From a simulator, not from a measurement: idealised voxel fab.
The process module presented herein is designated voxel capacitor over wiring.
It is cross-section cut that appears here, measuring 220 nm in width, its square cells being 5 nm in size.
Format of a cross-section: grid, square cells. Given as bands. Order: top down. Band: one or more rows of cells.
Band entry format. Leading values: height of top, height of bottom, nm. Remainder: materials in left-to-right order, each with its width in nm. Special words: "everywhere" on a single material, which then fills the band edge to edge; "empty", empty space.
Height is counted from the level 0, under which the received wafer is composed throughout of one material. The lowest of the bands is not closed at the bottom but continues downward, in the notation "0 -> down".
Quick explanation for "30..40": the width changes in equal steps down the rows of cells, from the first number in the band's top row to the second number in its bottom row.
"remains unaltered" for a step: no cell of the cross-section changed in that step.
Look at "Voids, enclosed" for the closed voids: empty spaces with no open path to the top, sized 8 cells or up. Each is width x height at distance, distance from the left edge, all nm.
Post-settings text on a step line: simulator's own remark regarding the step.
The optional step-line setting "overlay nm" applies to steps with a mask and quantifies how far to the right of its planned location the mask lay, a negative value indicating leftward placement.
[This section lists the process steps that were planned]
1 RECEIVE: material Si
2 CONFORMAL_DEP: material SiO2, thk nm 10
3 DIRECTIONAL_DEP: material TiN, thk nm 5
4 DIRECTIONAL_DEP: material W, thk nm 15
5 DIRECTIONAL_DEP: material aC, thk nm 10
6 PATTERN: tone cover, mask id METAL_1, material resist, width nm 20, pitch nm 70, thk nm 30, overlay nm 0
7 DIRECTIONAL_ETCH: etch materials aC, depth nm 10
8 STRIP: etch materials resist
9 DIRECTIONAL_ETCH: etch materials W, depth nm 15
10 DIRECTIONAL_ETCH: etch materials TiN, depth nm 5
11 STRIP: etch materials aC
12 CONFORMAL_DEP: material SiCN, thk nm 5
13 FILL_DEP: material SiO2, thk nm 5
14 CMP: height nm 30
15 CONFORMAL_DEP: material SiCN, thk nm 5
16 DIRECTIONAL_DEP: material SiO2, thk nm 15
17 MASKED_ETCH: tone open, mask id PLUG_1, width nm 15, etch materials SiO2, depth nm 15, overlay nm 0
18 MASKED_ETCH: tone open, mask id PLUG_1, width nm 15, etch materials SiCN, depth nm 5, overlay nm 0
19 CONFORMAL_DEP: material TiN, thk nm 5
20 FILL_DEP: material Ru, thk nm 5
21 CMP: height nm 50
22 DIRECTIONAL_DEP: material TiN, thk nm 10
23 DIRECTIONAL_DEP: material HfO2, thk nm 5
24 DIRECTIONAL_DEP: material TiN, thk nm 5
25 PATTERN: tone cover, mask id UPPER_PLATE, material resist, width nm 55, thk nm 15, overlay nm 0
26 DIRECTIONAL_ETCH: etch materials TiN, depth nm 5
27 DIRECTIONAL_ETCH: etch materials HfO2, depth nm 5
28 STRIP: etch materials resist
29 DIRECTIONAL_DEP: material aC, thk nm 10
30 PATTERN: tone cover, mask id LOWER_PLATE, material resist, width nm 65, thk nm 25, overlay nm 0
31 DIRECTIONAL_ETCH: etch materials aC, depth nm 10
32 STRIP: etch materials resist
33 DIRECTIONAL_ETCH: etch materials TiN, depth nm 10
34 STRIP: etch materials aC
35 FILL_DEP: material SiO2, thk nm 15
36 CMP: height nm 80
37 PATTERN: tone open, mask id PLUG_2, material resist, width nm 15, thk nm 20, overlay nm 0
38 DIRECTIONAL_ETCH: etch materials SiO2, depth nm 10
39 STRIP: etch materials resist
40 CONFORMAL_DEP: material TiN, thk nm 5
41 FILL_DEP: material Ru, thk nm 10
42 CMP: height nm 80
43 CONFORMAL_DEP: material SiN, thk nm 5
[Wafer at receipt (post step 1), cross-section]
  0 -> down  Si everywhere
  Voids, enclosed: none
[Below is the wafer in cross-section after the module was completed. It began from the starting point shown above and followed the plan shown above, except that one mistake was made while running it]
  85 -> 80  SiN everywhere
  80 -> 75  SiO2=80 | TiN=5 | Ru=5 | TiN=5 | SiO2=125
  75 -> 65  SiO2=80..70 | TiN=15..55 | SiO2=125..95
  65 -> 60  SiO2=70 | HfO2=55 | SiO2=95
  60 -> 50  SiO2=65 | TiN=65 | SiO2=90
  50 -> 40  Ru=65 | TiN=5 | SiO2=15 | TiN=5 | Ru=130
  40 -> 35  TiN=70 | SiO2=15 | TiN=135
  35 -> 30  SiCN everywhere
  30 -> 15  SiO2=60 | SiCN=5 | W=20 | SiCN=5 | SiO2=40 | SiCN=5 | W=20 | SiCN=5 | SiO2=60
  15 -> 10  SiCN=65 | TiN=20 | SiCN=50 | TiN=20 | SiCN=65
  10 -> 0  SiO2 everywhere
  0 -> down  Si everywhere
  Voids, enclosed: none
In executing the process, a mistake was made relative to the plan: step 17 changed vs plan, executed as MASKED_ETCH: tone cover, mask id PLUG_1, width nm 15, etch materials SiO2, depth nm 15, overlay nm 0
